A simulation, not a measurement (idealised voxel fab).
Module name: voxel quadruple lines (process module)
Cross-section cut spans 145 nm and uses square cells 5 nm in size.
A cross-section is a grid of square cells, given in bands from the top down. A band is one or more rows of cells.
Band entry format. Leading values: height of top, height of bottom, nm. Remainder: materials in left-to-right order, each with its width in nm. Special words: "throughout" on a single material, which then fills the band edge to edge; "air", empty space.
Zero point of the height axis is 0; under it, received wafer = one material. Lowest band: continues down indefinitely, "0..down".
Top row gets the first number, bottom row gets the second, and each row in between changes by the same step: that is how a band width like "30 to 40" works.
"remains unaltered" (step): cross-section cells unchanged, all of them.
The list in "Enclosed cavities" covers empty spaces of 8 cells or more that cannot reach the top through any open way, and it gives each as width x height at distance; the distance is from the left edge, and width, height and distance are in nm.
Where a step's line continues beyond its settings, the continuation is a remark by the simulator itself on that step.
Each step line may optionally specify "overlay nm", which for a step with a mask gives the rightward distance between the mask's planned place and where it lay, a negative value indicating the leftward direction.
So the way this works: pairs, before and after one process step. The after picture only goes down to the lowest band that actually changed, nothing below. Step and its settings are under each pair. And watch out, pairs might come from different runs of this module, same starting wafer though, so a pair only follows on from the one above if its "Pre-step view" entry tells you so.
### Pre-step view
  0..down  Si throughout
  Enclosed cavities: none
### After the Step
  10..0  SiO2 throughout
  Unchanged below 0.
  Enclosed cavities: none
Between before and after as drawn above: CONFORMAL_DEP: material SiO2, thk nm 10
Pre-step view: The prior state of this step coincides with the post-step cross-section of the pair just above.
### After the Step
  20..10  W throughout
  Unchanged below 10.
  Enclosed cavities: none
Between before and after as drawn above: DIRECTIONAL_DEP: material W, thk nm 10
Pre-step view: The prior state of this step coincides with the post-step cross-section of the pair just above.
### After the Step
  40..20  polySi throughout
  Unchanged below 20.
  Enclosed cavities: none
Between before and after as drawn above: DIRECTIONAL_DEP: material polySi, thk nm 20
Pre-step view: The prior state of this step coincides with the post-step cross-section of the pair just above.
### After the Step
  60..40  aC throughout
  Unchanged below 40.
  Enclosed cavities: none
Between before and after as drawn above: DIRECTIONAL_DEP: material aC, thk nm 20
Pre-step view: The prior state of this step coincides with the post-step cross-section of the pair just above.
### After the Step
  85..60  air: 60, resist: 20, air: 65
  Unchanged below 60.
  Enclosed cavities: none
Between before and after as drawn above: PATTERN: tone cover, mask id MANDREL, material resist, width nm 20, thk nm 25, overlay nm 0
Pre-step view: The prior state of this step coincides with the post-step cross-section of the pair just above.
### After the Step
  65..60  air: 60, resist: 20, air: 65
  60..40  air: 60, aC: 20, air: 65
  Unchanged below 40.
  Enclosed cavities: none
Between before and after as drawn above: DIRECTIONAL_ETCH: etch materials aC, depth nm 20
Pre-step view: The prior state of this step coincides with the post-step cross-section of the pair just above.
### After the Step
  60..40  air: 60, aC: 20, air: 65
  Unchanged below 40.
  Enclosed cavities: none
Between before and after as drawn above: STRIP: etch materials resist
Pre-step view: The prior state of this step coincides with the post-step cross-section of the pair just above.
### After the Step
  70..60  air: 50, SiO2: 40, air: 55
  60..50  air: 50, SiO2: 10, aC: 20, SiO2: 10, air: 55
  50..40  SiO2: 60, aC: 20, SiO2: 65
  Unchanged below 40.
  Enclosed cavities: none
Between before and after as drawn above: CONFORMAL_DEP: material SiO2, thk nm 10
Pre-step view: The prior state of this step coincides with the post-step cross-section of the pair just above.
### After the Step
  60..40  air: 50, SiO2: 10, aC: 20, SiO2: 10, air: 55
  Unchanged below 40.
  Enclosed cavities: none
Between before and after as drawn above: DIRECTIONAL_ETCH: etch materials SiO2, depth nm 10
Pre-step view: The prior state of this step coincides with the post-step cross-section of the pair just above.
### After the Step
  60..40  air: 50, SiO2: 10, air: 20, SiO2: 10, air: 55
  Unchanged below 40.
  Enclosed cavities: none
Between before and after as drawn above: STRIP: etch materials aC
Pre-step view: The prior state of this step coincides with the post-step cross-section of the pair just above.
### After the Step
  60..40  air: 50, SiO2: 10, air: 20, SiO2: 10, air: 55
  40..20  air: 50, polySi: 10, air: 20, polySi: 10, air: 55
  Unchanged below 20.
  Enclosed cavities: none
Between before and after as drawn above: DIRECTIONAL_ETCH: etch materials polySi, depth nm 20
Pre-step view: The prior state of this step coincides with the post-step cross-section of the pair just above.
### After the Step
  40..20  air: 50, polySi: 10, air: 20, polySi: 10, air: 55
  Unchanged below 20.
  Enclosed cavities: none
Between before and after as drawn above: STRIP: etch materials SiO2
Pre-step view: The prior state of this step coincides with the post-step cross-section of the pair just above.
### After the Step
  45..40  air: 45, SiCN: 20, air: 10, SiCN: 20, air: 50
  40..25  air: 45, SiCN: 5, polySi: 10, SiCN: 5, air: 10, SiCN: 5, polySi: 10, SiCN: 5, air: 50
  25..20  SiCN: 50, polySi: 10, SiCN: 20, polySi: 10, SiCN: 55
  Unchanged below 20.
  Enclosed cavities: none
Between before and after as drawn above: CONFORMAL_DEP: material SiCN, thk nm 5
Pre-step view: The prior state of this step coincides with the post-step cross-section of the pair just above.
### After the Step
  40..20  air: 45, SiCN: 5, polySi: 10, SiCN: 5, air: 10, SiCN: 5, polySi: 10, SiCN: 5, air: 50
  Unchanged below 20.
  Enclosed cavities: none
Between before and after as drawn above: DIRECTIONAL_ETCH: etch materials SiCN, depth nm 5
Pre-step view: The prior state of this step coincides with the post-step cross-section of the pair just above.
### After the Step
  40..20  air: 45, SiCN: 5, air: 10, SiCN: 5, air: 10, SiCN: 5, air: 10, SiCN: 5, air: 50
  Unchanged below 20.
  Enclosed cavities: none
Between before and after as drawn above: STRIP: etch materials polySi
Pre-step view: The prior state of this step coincides with the post-step cross-section of the pair just above.
### After the Step
  40..20  air: 45, SiCN: 5, air: 10, SiCN: 5, air: 10, SiCN: 5, air: 10, SiCN: 5, air: 50
  20..10  air: 45, W: 5, air: 10, W: 5, air: 10, W: 5, air: 10, W: 5, air: 50
  Unchanged below 10.
  Enclosed cavities: none
Between before and after as drawn above: DIRECTIONAL_ETCH: etch materials W, depth nm 10
Pre-step view: The prior state of this step coincides with the post-step cross-section of the pair just above.
### After the Step
  20..10  air: 45, W: 5, air: 10, W: 5, air: 10, W: 5, air: 10, W: 5, air: 50
  Unchanged below 10.
  Enclosed cavities: none
Between before and after as drawn above: STRIP: etch materials SiCN
### Pre-step view
  0..down  Si throughout
  Enclosed cavities: none
### After the Step
  10..0  W throughout
  Unchanged below 0.
  Enclosed cavities: none
Between before and after as drawn above: DIRECTIONAL_DEP: material W, thk nm 10
Pre-step view: The prior state of this step coincides with the post-step cross-section of the pair just above.
### After the Step
  30..10  polySi throughout
  Unchanged below 10.
  Enclosed cavities: none
Between before and after as drawn above: DIRECTIONAL_DEP: material polySi, thk nm 20
Pre-step view: The prior state of this step coincides with the post-step cross-section of the pair just above.
### After the Step
  50..30  aC throughout
  Unchanged below 30.
  Enclosed cavities: none
Between before and after as drawn above: DIRECTIONAL_DEP: material aC, thk nm 20
Pre-step view: The prior state of this step coincides with the post-step cross-section of the pair just above.
### After the Step
  75..50  air: 60, resist: 20, air: 65
  Unchanged below 50.
  Enclosed cavities: none
Between before and after as drawn above: PATTERN: tone cover, mask id MANDREL, material resist, width nm 20, thk nm 25, overlay nm 0
Pre-step view: The prior state of this step coincides with the post-step cross-section of the pair just above.
### After the Step
  55..50  air: 60, resist: 20, air: 65
  50..30  air: 60, aC: 20, air: 65
  Unchanged below 30.
  Enclosed cavities: none
Between before and after as drawn above: DIRECTIONAL_ETCH: etch materials aC, depth nm 20
Pre-step view: The prior state of this step coincides with the post-step cross-section of the pair just above.
### After the Step
  50..30  air: 60, aC: 20, air: 65
  Unchanged below 30.
  Enclosed cavities: none
Between before and after as drawn above: STRIP: etch materials resist
Pre-step view: The prior state of this step coincides with the post-step cross-section of the pair just above.
### After the Step
  60..50  air: 50, SiO2: 40, air: 55
  50..40  air: 50, SiO2: 10, aC: 20, SiO2: 10, air: 55
  40..30  SiO2: 60, aC: 20, SiO2: 65
  Unchanged below 30.
  Enclosed cavities: none
Between before and after as drawn above: CONFORMAL_DEP: material SiO2, thk nm 10
Pre-step view: The prior state of this step coincides with the post-step cross-section of the pair just above.
### After the Step
  50..30  air: 50, SiO2: 10, aC: 20, SiO2: 10, air: 55
  Unchanged below 30.
  Enclosed cavities: none
Between before and after as drawn above: DIRECTIONAL_ETCH: etch materials SiO2, depth nm 10
Pre-step view: The prior state of this step coincides with the post-step cross-section of the pair just above.
### After the Step
  50..30  air: 50, SiO2: 10, air: 20, SiO2: 10, air: 55
  Unchanged below 30.
  Enclosed cavities: none
Between before and after as drawn above: STRIP: etch materials aC
Pre-step view: The prior state of this step coincides with the post-step cross-section of the pair just above.
### After the Step
  50..30  air: 50, SiO2: 10, air: 20, SiO2: 10, air: 55
  30..10  air: 50, polySi: 10, air: 20, polySi: 10, air: 55
  Unchanged below 10.
  Enclosed cavities: none
Between before and after as drawn above: DIRECTIONAL_ETCH: etch materials polySi, depth nm 20
Pre-step view: The prior state of this step coincides with the post-step cross-section of the pair just above.
### After the Step
  30..10  air: 50, polySi: 10, air: 20, polySi: 10, air: 55
  Unchanged below 10.
  Enclosed cavities: none
Between before and after as drawn above: STRIP: etch materials SiO2
Pre-step view: The prior state of this step coincides with the post-step cross-section of the pair just above.
### After the Step
  35..30  air: 45, SiCN: 20, air: 10, SiCN: 20, air: 50
  30..15  air: 45, SiCN: 5, polySi: 10, SiCN: 5, air: 10, SiCN: 5, polySi: 10, SiCN: 5, air: 50
  15..10  SiCN: 50, polySi: 10, SiCN: 20, polySi: 10, SiCN: 55
  Unchanged below 10.
  Enclosed cavities: none
Between before and after as drawn above: CONFORMAL_DEP: material SiCN, thk nm 5
Pre-step view: The prior state of this step coincides with the post-step cross-section of the pair just above.
### After the Step
  30..10  air: 45, SiCN: 5, polySi: 10, SiCN: 5, air: 10, SiCN: 5, polySi: 10, SiCN: 5, air: 50
  Unchanged below 10.
  Enclosed cavities: none
Between before and after as drawn above: DIRECTIONAL_ETCH: etch materials SiCN, depth nm 5
Pre-step view: The prior state of this step coincides with the post-step cross-section of the pair just above.
### After the Step
  30..10  air: 45, SiCN: 5, air: 10, SiCN: 5, air: 10, SiCN: 5, air: 10, SiCN: 5, air: 50
  Unchanged below 10.
  Enclosed cavities: none
Between before and after as drawn above: STRIP: etch materials polySi
Pre-step view: The prior state of this step coincides with the post-step cross-section of the pair just above.
### After the Step
  30..10  air: 45, SiCN: 5, air: 10, SiCN: 5, air: 10, SiCN: 5, air: 10, SiCN: 5, air: 50
  10..0  air: 45, W: 5, air: 10, W: 5, air: 10, W: 5, air: 10, W: 5, air: 50
  Unchanged below 0.
  Enclosed cavities: none
Between before and after as drawn above: DIRECTIONAL_ETCH: etch materials W, depth nm 10
Pre-step view: The prior state of this step coincides with the post-step cross-section of the pair just above.
### After the Step
  10..0  air: 45, W: 5, air: 10, W: 5, air: 10, W: 5, air: 10, W: 5, air: 50
  Unchanged below 0.
  Enclosed cavities: none
Between before and after as drawn above: STRIP: etch materials SiCN
### Pre-step view
  60..40  air: 50, SiO2: 10, aC: 20, SiO2: 10, air: 55
  40..20  polySi throughout
  20..10  W throughout
  10..0  SiO2 throughout
  0..down  Si throughout
  Enclosed cavities: none
### After the Step
  60..50  air: 60, aC: 20, air: 65
  Unchanged below 50.
  Enclosed cavities: none
Between before and after as drawn above: DIRECTIONAL_ETCH: etch materials SiO2, depth nm 10
Pre-step view: The prior state of this step coincides with the post-step cross-section of the pair just above.
### After the Step
  50..40  air: 50, SiO2: 10, air: 20, SiO2: 10, air: 55
  Unchanged below 40.
  Enclosed cavities: none
Between before and after as drawn above: STRIP: etch materials aC
Pre-step view: The prior state of this step coincides with the post-step cross-section of the pair just above.
### After the Step
  50..40  air: 50, SiO2: 10, air: 20, SiO2: 10, air: 55
  40..20  air: 50, polySi: 10, air: 20, polySi: 10, air: 55
  Unchanged below 20.
  Enclosed cavities: none
Between before and after as drawn above: DIRECTIONAL_ETCH: etch materials polySi, depth nm 20
Pre-step view: The prior state of this step coincides with the post-step cross-section of the pair just above.
### After the Step
  40..20  air: 50, polySi: 10, air: 20, polySi: 10, air: 55
  Unchanged below 20.
  Enclosed cavities: none
Between before and after as drawn above: STRIP: etch materials SiO2
### Pre-step view
  20..10  W throughout
  10..0  SiO2 throughout
  0..down  Si throughout
  Enclosed cavities: none
### After the Step
  40..20  aC throughout
  Unchanged below 20.
  Enclosed cavities: none
Between before and after as drawn above: DIRECTIONAL_DEP: material aC, thk nm 20
Pre-step view: The prior state of this step coincides with the post-step cross-section of the pair just above.
### After the Step
  60..40  polySi throughout
  Unchanged below 40.
  Enclosed cavities: none
Between before and after as drawn above: DIRECTIONAL_DEP: material polySi, thk nm 20
Pre-step view: The prior state of this step coincides with the post-step cross-section of the pair just above.
### After the Step
  85..60  air: 60, resist: 20, air: 65
  Unchanged below 60.
  Enclosed cavities: none
Between before and after as drawn above: PATTERN: tone cover, mask id MANDREL, material resist, width nm 20, thk nm 25, overlay nm 0
Pre-step view: The prior state of this step coincides with the post-step cross-section of the pair just above.
### After the Step
  65..60  air: 60, resist: 20, air: 65
  Unchanged below 60.
  Enclosed cavities: none
Between before and after as drawn above: DIRECTIONAL_ETCH: etch materials aC, depth nm 20
Pre-step view: The prior state of this step coincides with the post-step cross-section of the pair just above.
### After the Step
  60..40  polySi throughout
  Unchanged below 40.
  Enclosed cavities: none
Between before and after as drawn above: STRIP: etch materials resist
Pre-step view: The prior state of this step coincides with the post-step cross-section of the pair just above.
### After the Step
  70..60  SiO2 throughout
  Unchanged below 60.
  Enclosed cavities: none
Between before and after as drawn above: CONFORMAL_DEP: material SiO2, thk nm 10
Pre-step view: The prior state of this step coincides with the post-step cross-section of the pair just above.
### After the Step
  60..40  polySi throughout
  Unchanged below 40.
  Enclosed cavities: none
Between before and after as drawn above: DIRECTIONAL_ETCH: etch materials SiO2, depth nm 10
Pre-step view: The prior state of this step coincides with the post-step cross-section of the pair just above.
### After the Step
  40..20  aC throughout
  Unchanged below 20.
  Enclosed cavities: none
Between before and after as drawn above: DIRECTIONAL_ETCH: etch materials polySi, depth nm 20
Pre-step view: The prior state of this step coincides with the post-step cross-section of the pair just above.
### After the Step
  45..40  SiCN throughout
  Unchanged below 40.
  Enclosed cavities: none
Between before and after as drawn above: CONFORMAL_DEP: material SiCN, thk nm 5
Pre-step view: The prior state of this step coincides with the post-step cross-section of the pair just above.
### After the Step
  40..20  aC throughout
  Unchanged below 20.
  Enclosed cavities: none
Between before and after as drawn above: DIRECTIONAL_ETCH: etch materials SiCN, depth nm 5
### Pre-step view
  10..0  SiO2 throughout
  0..down  Si throughout
  Enclosed cavities: none
### After the Step
  15..10  W throughout
  Unchanged below 10.
  Enclosed cavities: none
Between before and after as drawn above: DIRECTIONAL_DEP: material W, thk nm 5
Pre-step view: The prior state of this step coincides with the post-step cross-section of the pair just above.
### After the Step
  35..15  polySi throughout
  Unchanged below 15.
  Enclosed cavities: none
Between before and after as drawn above: DIRECTIONAL_DEP: material polySi, thk nm 20
Pre-step view: The prior state of this step coincides with the post-step cross-section of the pair just above.
### After the Step
  55..35  aC throughout
  Unchanged below 35.
  Enclosed cavities: none
Between before and after as drawn above: DIRECTIONAL_DEP: material aC, thk nm 20
Pre-step view: The prior state of this step coincides with the post-step cross-section of the pair just above.
### After the Step
  80..55  air: 60, resist: 20, air: 65
  Unchanged below 55.
  Enclosed cavities: none
Between before and after as drawn above: PATTERN: tone cover, mask id MANDREL, material resist, width nm 20, thk nm 25, overlay nm 0
Pre-step view: The prior state of this step coincides with the post-step cross-section of the pair just above.
### After the Step
  60..55  air: 60, resist: 20, air: 65
  55..35  air: 60, aC: 20, air: 65
  Unchanged below 35.
  Enclosed cavities: none
Between before and after as drawn above: DIRECTIONAL_ETCH: etch materials aC, depth nm 20
Pre-step view: The prior state of this step coincides with the post-step cross-section of the pair just above.
### After the Step
  55..35  air: 60, aC: 20, air: 65
  Unchanged below 35.
  Enclosed cavities: none
Between before and after as drawn above: STRIP: etch materials resist
Pre-step view: The prior state of this step coincides with the post-step cross-section of the pair just above.
### After the Step
  65..55  air: 50, SiO2: 40, air: 55
  55..45  air: 50, SiO2: 10, aC: 20, SiO2: 10, air: 55
  45..35  SiO2: 60, aC: 20, SiO2: 65
  Unchanged below 35.
  Enclosed cavities: none
Between before and after as drawn above: CONFORMAL_DEP: material SiO2, thk nm 10
Pre-step view: The prior state of this step coincides with the post-step cross-section of the pair just above.
### After the Step
  55..35  air: 50, SiO2: 10, aC: 20, SiO2: 10, air: 55
  Unchanged below 35.
  Enclosed cavities: none
Between before and after as drawn above: DIRECTIONAL_ETCH: etch materials SiO2, depth nm 10
Pre-step view: The prior state of this step coincides with the post-step cross-section of the pair just above.
### After the Step
  55..35  air: 50, SiO2: 10, air: 20, SiO2: 10, air: 55
  Unchanged below 35.
  Enclosed cavities: none
Between before and after as drawn above: STRIP: etch materials aC
Pre-step view: The prior state of this step coincides with the post-step cross-section of the pair just above.
### After the Step
  55..35  air: 50, SiO2: 10, air: 20, SiO2: 10, air: 55
  35..15  air: 50, polySi: 10, air: 20, polySi: 10, air: 55
  Unchanged below 15.
  Enclosed cavities: none
Between before and after as drawn above: DIRECTIONAL_ETCH: etch materials polySi, depth nm 20
Pre-step view: The prior state of this step coincides with the post-step cross-section of the pair just above.
### After the Step
  35..15  air: 50, polySi: 10, air: 20, polySi: 10, air: 55
  Unchanged below 15.
  Enclosed cavities: none
Between before and after as drawn above: STRIP: etch materials SiO2
Pre-step view: The prior state of this step coincides with the post-step cross-section of the pair just above.
### After the Step
  40..35  air: 45, SiCN: 20, air: 10, SiCN: 20, air: 50
  35..20  air: 45, SiCN: 5, polySi: 10, SiCN: 5, air: 10, SiCN: 5, polySi: 10, SiCN: 5, air: 50
  20..15  SiCN: 50, polySi: 10, SiCN: 20, polySi: 10, SiCN: 55
  Unchanged below 15.
  Enclosed cavities: none
Between before and after as drawn above: CONFORMAL_DEP: material SiCN, thk nm 5
Pre-step view: The prior state of this step coincides with the post-step cross-section of the pair just above.
### After the Step
  35..15  air: 45, SiCN: 5, polySi: 10, SiCN: 5, air: 10, SiCN: 5, polySi: 10, SiCN: 5, air: 50
  Unchanged below 15.
  Enclosed cavities: none
Between before and after as drawn above: DIRECTIONAL_ETCH: etch materials SiCN, depth nm 5
Pre-step view: The prior state of this step coincides with the post-step cross-section of the pair just above.
### After the Step
  35..15  air: 45, SiCN: 5, air: 10, SiCN: 5, air: 10, SiCN: 5, air: 10, SiCN: 5, air: 50
  Unchanged below 15.
  Enclosed cavities: none
Between before and after as drawn above: STRIP: etch materials polySi
Pre-step view: The prior state of this step coincides with the post-step cross-section of the pair just above.
### After the Step
  35..15  air: 45, SiCN: 5, air: 10, SiCN: 5, air: 10, SiCN: 5, air: 10, SiCN: 5, air: 50
  15..10  air: 45, W: 5, air: 10, W: 5, air: 10, W: 5, air: 10, W: 5, air: 50
  Unchanged below 10.
  Enclosed cavities: none
Between before and after as drawn above: DIRECTIONAL_ETCH: etch materials W, depth nm 10
Pre-step view: The prior state of this step coincides with the post-step cross-section of the pair just above.
### After the Step
  15..10  air: 45, W: 5, air: 10, W: 5, air: 10, W: 5, air: 10, W: 5, air: 50
  Unchanged below 10.
  Enclosed cavities: none
Between before and after as drawn above: STRIP: etch materials SiCN
### Pre-step view
  60..40  aC throughout
  40..20  polySi throughout
  20..10  W throughout
  10..0  SiO2 throughout
  0..down  Si throughout
  Enclosed cavities: none
### After the Step
  85..60  air: 60, resist: 25, air: 60
  Unchanged below 60.
  Enclosed cavities: none
Between before and after as drawn above: PATTERN: tone cover, mask id MANDREL, material resist, width nm 25, thk nm 25, overlay nm 0
Pre-step view: The prior state of this step coincides with the post-step cross-section of the pair just above.
### After the Step
  65..60  air: 60, resist: 25, air: 60
  60..40  air: 60, aC: 25, air: 60
  Unchanged below 40.
  Enclosed cavities: none
Between before and after as drawn above: DIRECTIONAL_ETCH: etch materials aC, depth nm 20
Pre-step view: The prior state of this step coincides with the post-step cross-section of the pair just above.
### After the Step
  60..40  air: 60, aC: 25, air: 60
  Unchanged below 40.
  Enclosed cavities: none
Between before and after as drawn above: STRIP: etch materials resist
Pre-step view: The prior state of this step coincides with the post-step cross-section of the pair just above.
### After the Step
  70..60  air: 50, SiO2: 45, air: 50
  60..50  air: 50, SiO2: 10, aC: 25, SiO2: 10, air: 50
  50..40  SiO2: 60, aC: 25, SiO2: 60
  Unchanged below 40.
  Enclosed cavities: none
Between before and after as drawn above: CONFORMAL_DEP: material SiO2, thk nm 10
Pre-step view: The prior state of this step coincides with the post-step cross-section of the pair just above.
### After the Step
  60..40  air: 50, SiO2: 10, aC: 25, SiO2: 10, air: 50
  Unchanged below 40.
  Enclosed cavities: none
Between before and after as drawn above: DIRECTIONAL_ETCH: etch materials SiO2, depth nm 10
Pre-step view: The prior state of this step coincides with the post-step cross-section of the pair just above.
### After the Step
  60..40  air: 50, SiO2: 10, air: 25, SiO2: 10, air: 50
  Unchanged below 40.
  Enclosed cavities: none
Between before and after as drawn above: STRIP: etch materials aC
Pre-step view: The prior state of this step coincides with the post-step cross-section of the pair just above.
### After the Step
  60..40  air: 50, SiO2: 10, air: 25, SiO2: 10, air: 50
  40..20  air: 50, polySi: 10, air: 25, polySi: 10, air: 50
  Unchanged below 20.
  Enclosed cavities: none
Between before and after as drawn above: DIRECTIONAL_ETCH: etch materials polySi, depth nm 20
Pre-step view: The prior state of this step coincides with the post-step cross-section of the pair just above.
### After the Step
  40..20  air: 50, polySi: 10, air: 25, polySi: 10, air: 50
  Unchanged below 20.
  Enclosed cavities: none
Between before and after as drawn above: STRIP: etch materials SiO2
Pre-step view: The prior state of this step coincides with the post-step cross-section of the pair just above.
### After the Step
  45..40  air: 45, SiCN: 20, air: 15, SiCN: 20, air: 45
  40..25  air: 45, SiCN: 5, polySi: 10, SiCN: 5, air: 15, SiCN: 5, polySi: 10, SiCN: 5, air: 45
  25..20  SiCN: 50, polySi: 10, SiCN: 25, polySi: 10, SiCN: 50
  Unchanged below 20.
  Enclosed cavities: none
Between before and after as drawn above: CONFORMAL_DEP: material SiCN, thk nm 5
Pre-step view: The prior state of this step coincides with the post-step cross-section of the pair just above.
### After the Step
  40..20  air: 45, SiCN: 5, polySi: 10, SiCN: 5, air: 15, SiCN: 5, polySi: 10, SiCN: 5, air: 45
  Unchanged below 20.
  Enclosed cavities: none
Between before and after as drawn above: DIRECTIONAL_ETCH: etch materials SiCN, depth nm 5
Pre-step view: The prior state of this step coincides with the post-step cross-section of the pair just above.
### After the Step
  40..20  air: 45, SiCN: 5, air: 10, SiCN: 5, air: 15, SiCN: 5, air: 10, SiCN: 5, air: 45
  Unchanged below 20.
  Enclosed cavities: none
Between before and after as drawn above: STRIP: etch materials polySi
Pre-step view: The prior state of this step coincides with the post-step cross-section of the pair just above.
### After the Step
  40..20  air: 45, SiCN: 5, air: 10, SiCN: 5, air: 15, SiCN: 5, air: 10, SiCN: 5, air: 45
  20..10  air: 45, W: 5, air: 10, W: 5, air: 15, W: 5, air: 10, W: 5, air: 45
  Unchanged below 10.
  Enclosed cavities: none
Between before and after as drawn above: DIRECTIONAL_ETCH: etch materials W, depth nm 10
Pre-step view: The prior state of this step coincides with the post-step cross-section of the pair just above.
### After the Step
  20..10  air: 45, W: 5, air: 10, W: 5, air: 15, W: 5, air: 10, W: 5, air: 45
  Unchanged below 10.
  Enclosed cavities: none
Between before and after as drawn above: STRIP: etch materials SiCN
### Pre-step view
  60..40  aC throughout
  40..20  polySi throughout
  20..10  W throughout
  10..0  SiO2 throughout
  0..down  Si throughout
  Enclosed cavities: none
### After the Step
  85..60  air: 70, resist: 20, air: 55
  Unchanged below 60.
  Enclosed cavities: none
Between before and after as drawn above: PATTERN: tone cover, mask id MANDREL, material resist, width nm 20, thk nm 25, overlay nm 10
Pre-step view: The prior state of this step coincides with the post-step cross-section of the pair just above.
### After the Step
  65..60  air: 70, resist: 20, air: 55
  60..40  air: 70, aC: 20, air: 55
  Unchanged below 40.
  Enclosed cavities: none
Between before and after as drawn above: DIRECTIONAL_ETCH: etch materials aC, depth nm 20
Pre-step view: The prior state of this step coincides with the post-step cross-section of the pair just above.
### After the Step
  60..40  air: 70, aC: 20, air: 55
  Unchanged below 40.
  Enclosed cavities: none
Between before and after as drawn above: STRIP: etch materials resist
Pre-step view: The prior state of this step coincides with the post-step cross-section of the pair just above.
### After the Step
  70..60  air: 60, SiO2: 40, air: 45
  60..50  air: 60, SiO2: 10, aC: 20, SiO2: 10, air: 45
  50..40  SiO2: 70, aC: 20, SiO2: 55
  Unchanged below 40.
  Enclosed cavities: none
Between before and after as drawn above: CONFORMAL_DEP: material SiO2, thk nm 10
Pre-step view: The prior state of this step coincides with the post-step cross-section of the pair just above.
### After the Step
  60..40  air: 60, SiO2: 10, aC: 20, SiO2: 10, air: 45
  Unchanged below 40.
  Enclosed cavities: none
Between before and after as drawn above: DIRECTIONAL_ETCH: etch materials SiO2, depth nm 10
Pre-step view: The prior state of this step coincides with the post-step cross-section of the pair just above.
### After the Step
  60..40  air: 60, SiO2: 10, air: 20, SiO2: 10, air: 45
  Unchanged below 40.
  Enclosed cavities: none
Between before and after as drawn above: STRIP: etch materials aC
Pre-step view: The prior state of this step coincides with the post-step cross-section of the pair just above.
### After the Step
  60..40  air: 60, SiO2: 10, air: 20, SiO2: 10, air: 45
  40..20  air: 60, polySi: 10, air: 20, polySi: 10, air: 45
  Unchanged below 20.
  Enclosed cavities: none
Between before and after as drawn above: DIRECTIONAL_ETCH: etch materials polySi, depth nm 20
Pre-step view: The prior state of this step coincides with the post-step cross-section of the pair just above.
### After the Step
  40..20  air: 60, polySi: 10, air: 20, polySi: 10, air: 45
  Unchanged below 20.
  Enclosed cavities: none
Between before and after as drawn above: STRIP: etch materials SiO2
Pre-step view: The prior state of this step coincides with the post-step cross-section of the pair just above.
### After the Step
  45..40  air: 55, SiCN: 20, air: 10, SiCN: 20, air: 40
  40..25  air: 55, SiCN: 5, polySi: 10, SiCN: 5, air: 10, SiCN: 5, polySi: 10, SiCN: 5, air: 40
  25..20  SiCN: 60, polySi: 10, SiCN: 20, polySi: 10, SiCN: 45
  Unchanged below 20.
  Enclosed cavities: none
Between before and after as drawn above: CONFORMAL_DEP: material SiCN, thk nm 5
Pre-step view: The prior state of this step coincides with the post-step cross-section of the pair just above.
### After the Step
  40..20  air: 55, SiCN: 5, polySi: 10, SiCN: 5, air: 10, SiCN: 5, polySi: 10, SiCN: 5, air: 40
  Unchanged below 20.
  Enclosed cavities: none
Between before and after as drawn above: DIRECTIONAL_ETCH: etch materials SiCN, depth nm 5
Pre-step view: The prior state of this step coincides with the post-step cross-section of the pair just above.
### After the Step
  40..20  air: 55, SiCN: 5, air: 10, SiCN: 5, air: 10, SiCN: 5, air: 10, SiCN: 5, air: 40
  Unchanged below 20.
  Enclosed cavities: none
Between before and after as drawn above: STRIP: etch materials polySi
Pre-step view: The prior state of this step coincides with the post-step cross-section of the pair just above.
### After the Step
  40..20  air: 55, SiCN: 5, air: 10, SiCN: 5, air: 10, SiCN: 5, air: 10, SiCN: 5, air: 40
  20..10  air: 55, W: 5, air: 10, W: 5, air: 10, W: 5, air: 10, W: 5, air: 40
  Unchanged below 10.
  Enclosed cavities: none
Between before and after as drawn above: DIRECTIONAL_ETCH: etch materials W, depth nm 10
Pre-step view: The prior state of this step coincides with the post-step cross-section of the pair just above.
### After the Step
  20..10  air: 55, W: 5, air: 10, W: 5, air: 10, W: 5, air: 10, W: 5, air: 40
  Unchanged below 10.
  Enclosed cavities: none
Between before and after as drawn above: STRIP: etch materials SiCN
### Pre-step view
  40..20  air: 50, polySi: 10, air: 20, polySi: 10, air: 55
  20..10  W throughout
  10..0  SiO2 throughout
  0..down  Si throughout
  Enclosed cavities: none
### After the Step
  45..40  air: 45, W: 20, air: 10, W: 20, air: 50
  40..25  air: 45, W: 5, polySi: 10, W: 5, air: 10, W: 5, polySi: 10, W: 5, air: 50
  25..20  W: 50, polySi: 10, W: 20, polySi: 10, W: 55
  Unchanged below 20.
  Enclosed cavities: none
Between before and after as drawn above: CONFORMAL_DEP: material W, thk nm 5
Pre-step view: The prior state of this step coincides with the post-step cross-section of the pair just above.
### After the Step
  40..35  air: 50, polySi: 10, air: 20, polySi: 10, air: 55
  35..20  air: 45, W: 5, polySi: 10, W: 5, air: 10, W: 5, polySi: 10, W: 5, air: 50
  20..15  air: 45, W: 20, air: 10, W: 20, air: 50
  Unchanged below 15.
  Enclosed cavities: none
Between before and after as drawn above: DIRECTIONAL_ETCH: etch materials W, depth nm 10
### Pre-step view
  60..40  aC throughout
  40..20  polySi throughout
  20..10  W throughout
  10..0  SiO2 throughout
  0..down  Si throughout
  Enclosed cavities: none
### After the Step
  85..60  resist: 60, air: 20, resist: 65
  Unchanged below 60.
  Enclosed cavities: none
Between before and after as drawn above: PATTERN: tone open, mask id MANDREL, material resist, width nm 20, thk nm 25, overlay nm 0
Pre-step view: The prior state of this step coincides with the post-step cross-section of the pair just above.
### After the Step
  65..60  resist: 60, air: 20, resist: 65
  60..40  aC: 60, air: 20, aC: 65
  Unchanged below 40.
  Enclosed cavities: none
Between before and after as drawn above: DIRECTIONAL_ETCH: etch materials aC, depth nm 20
Pre-step view: The prior state of this step coincides with the post-step cross-section of the pair just above.
### After the Step
  60..40  aC: 60, air: 20, aC: 65
  Unchanged below 40.
  Enclosed cavities: none
Between before and after as drawn above: STRIP: etch materials resist
Pre-step view: The prior state of this step coincides with the post-step cross-section of the pair just above.
### After the Step
  70..60  SiO2 throughout
  60..40  aC: 60, SiO2: 20, aC: 65
  Unchanged below 40.
  Enclosed cavities: none
Between before and after as drawn above: CONFORMAL_DEP: material SiO2, thk nm 10
Pre-step view: The prior state of this step coincides with the post-step cross-section of the pair just above.
### After the Step
  60..40  aC: 60, SiO2: 20, aC: 65
  Unchanged below 40.
  Enclosed cavities: none
Between before and after as drawn above: DIRECTIONAL_ETCH: etch materials SiO2, depth nm 10
Pre-step view: The prior state of this step coincides with the post-step cross-section of the pair just above.
### After the Step
  60..40  air: 60, SiO2: 20, air: 65
  Unchanged below 40.
  Enclosed cavities: none
Between before and after as drawn above: STRIP: etch materials aC
Pre-step view: The prior state of this step coincides with the post-step cross-section of the pair just above.
### After the Step
  60..40  air: 60, SiO2: 20, air: 65
  40..20  air: 60, polySi: 20, air: 65
  Unchanged below 20.
  Enclosed cavities: none
Between before and after as drawn above: DIRECTIONAL_ETCH: etch materials polySi, depth nm 20
